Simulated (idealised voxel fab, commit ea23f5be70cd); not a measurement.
process module | voxel ribs on slabs
cross-section cut | 145 nm wide | cells 5 nm
A cross-section is a grid of square cells, given in bands from the top down. A band is one or more rows of cells.
Each band's line starts with the height of the band's top and of its bottom, in nm. Then come its materials from left to right, each with its width in nm. One material with "throughout" fills the band from edge to edge. "air" is empty space.
Height 0 is the level under which the wafer as received is all one material. The lowest band goes on downwards, as in "0 down".
A width such as "30 to 40" changes by the same amount from each row of cells to the next, from the band's top row to its bottom row.
"no change" after a step means that no cell of the cross-section changed.
closed voids: empty space of 8 cells or more with no open way to the top, each as width x height at its distance from the left edge, in nm
after a step's settings: what the simulator itself notes on the step
overlay nm, on a step with a mask: how far to the right of its planned place the mask lay; to the left if negative
plan
1 op RECEIVE | material Si
2 op DIRECTIONAL_DEP | material SiO2 | thk nm 25
3 op DIRECTIONAL_DEP | material polySi | thk nm 25
4 op MASKED_ETCH | tone cover | mask id RIB | width nm 20 | etch materials polySi | depth nm 10 | overlay nm 0
5 op MASKED_ETCH | tone cover | mask id SLAB | width nm 70 | etch materials polySi | depth nm 15 | overlay nm -15
6 op FILL_DEP | material SiO2 | thk nm 20
7 op CMP | height nm 65
8 op DIRECTIONAL_DEP | material W | thk nm 10
9 op DIRECTIONAL_DEP | material aC | thk nm 15
10 op PATTERN | tone cover | mask id HEATER | material resist | width nm 30 | thk nm 30 | overlay nm 0
11 op DIRECTIONAL_ETCH | etch materials aC | depth nm 15
12 op STRIP | etch materials resist
13 op DIRECTIONAL_ETCH | etch materials W | depth nm 10
14 op STRIP | etch materials aC
15 op CONFORMAL_DEP | material SiN | thk nm 10
varied across the wafers: overlay nm of step 5. The plan shows the first wafer's value. All wafers start alike
first wafer as received, after step 1
  0 down: Si throughout
  closed voids: none
each wafer at the end: cells of each material gained (+) or lost (-) since it was received, then its closed voids
overlay nm -15 | +66 SiN | +327 SiO2 | +12 W | +50 polySi | closed voids: none
overlay nm -10 | +66 SiN | +327 SiO2 | +12 W | +50 polySi | closed voids: none
overlay nm -5 | +66 SiN | +327 SiO2 | +12 W | +50 polySi | closed voids: none
overlay nm 0 | +66 SiN | +327 SiO2 | +12 W | +50 polySi | closed voids: none
overlay nm 5 | +66 SiN | +327 SiO2 | +12 W | +50 polySi | closed voids: none
overlay nm 10 | +66 SiN | +327 SiO2 | +12 W | +50 polySi | closed voids: none
overlay nm 15 | +66 SiN | +327 SiO2 | +12 W | +50 polySi | closed voids: none
